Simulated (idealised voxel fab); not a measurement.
The following is a process module called voxel plated lines.
300 nm wide, 5 nm square cells: that's cross-section cut.
We lay out every cross-section as a grid of square cells and spell it out in bands from the top down, where one band means one or more rows of cells.
Look at the band entry: it leads with the top's height and the bottom's height in nm. Then it lists the materials left to right, with a width in nm for each. The word "throughout" on a single material says that material fills the band edge to edge. The word "air" is empty space.
Zero point of the height axis is 0; under it, received wafer = one material. Lowest band: continues down indefinitely, "z 0 and below".
So if you see something like "30->40" for the width, read it as the top row of the band sitting at the first number and the bottom row at the second, with every row in between moving by the same amount as the last.
"no alteration" means the step left every cell of the cross-section as it was.
For the entry "Completely sealed voids", the listed items are empty spaces with no open way to the top whose size is 8 cells or more; each item follows the pattern width x height at distance, where distance is from the left edge and all three are in nm.
Read whatever lies past the settings on a step's line as the simulator's own remark about the step.
overlay nm: where the mask lay relative to plan, measured to the right, on steps with a mask; negatives go left.

[The process steps that were planned are listed below]
- 1: RECEIVE: material Si
- 2: CONFORMAL_DEP: material Al2O3, thk nm 5
- 3: DIRECTIONAL_DEP: material TiN, thk nm 5
- 4: PATTERN: tone open, mask id LINES, material resist, width nm 20, pitch nm 35, thk nm 25, overlay nm 0
- 5: EPI: material Ru, thk nm 10
- 6: EPI: material Ru, thk nm 10
- 7: STRIP: etch materials resist
- 8: DIRECTIONAL_ETCH: etch materials TiN, depth nm 5
- 9: CONFORMAL_DEP: material SiN, thk nm 5

[as received, after step 1]
> z 0 and below = Si throughout
> Completely sealed voids: none

[Cross-sectional image of the first of two wafers at the end of the module, the run having proceeded as planned]
> z 35 to 30 = air 80, SiN 30, air 5, SiN 30, air 5, SiN 30, air 5, SiN 30, air 85
> z 30 to 10 = air 80, SiN 5, Ru 20, SiN 5, air 5, SiN 5, Ru 20, SiN 5, air 5, SiN 5, Ru 20, SiN 5, air 5, SiN 5, Ru 20, SiN 5, air 85
> z 10 to 5 = SiN 85, TiN 20, SiN 15, TiN 20, SiN 15, TiN 20, SiN 15, TiN 20, SiN 90
> z 5 to 0 = Al2O3 throughout
> z 0 and below = Si throughout
> Completely sealed voids: none

[Cross-section, second wafer: same start as the first, same plan as the first, one mistake in running it; taken at the end of the module]
> z 45 to 40 = air 80, SiN 30, air 5, SiN 30, air 5, SiN 30, air 5, SiN 30, air 85
> z 40 to 20 = air 80, SiN 5, Ru 20, SiN 5, air 5, SiN 5, Ru 20, SiN 5, air 5, SiN 5, Ru 20, SiN 5, air 5, SiN 5, Ru 20, SiN 5, air 85
> z 20 to 15 = SiN 85, TiN 20, SiN 15, TiN 20, SiN 15, TiN 20, SiN 15, TiN 20, SiN 90
> z 15 to 0 = Al2O3 throughout
> z 0 and below = Si throughout
> Completely sealed voids: none
what went wrong: rather than as planned, step 2 actually ran as CONFORMAL_DEP: material Al2O3, thk nm 15
Bottom line after processing is that, in cells, the second wafer is up or down on some materials versus the first: +120 Al2O3
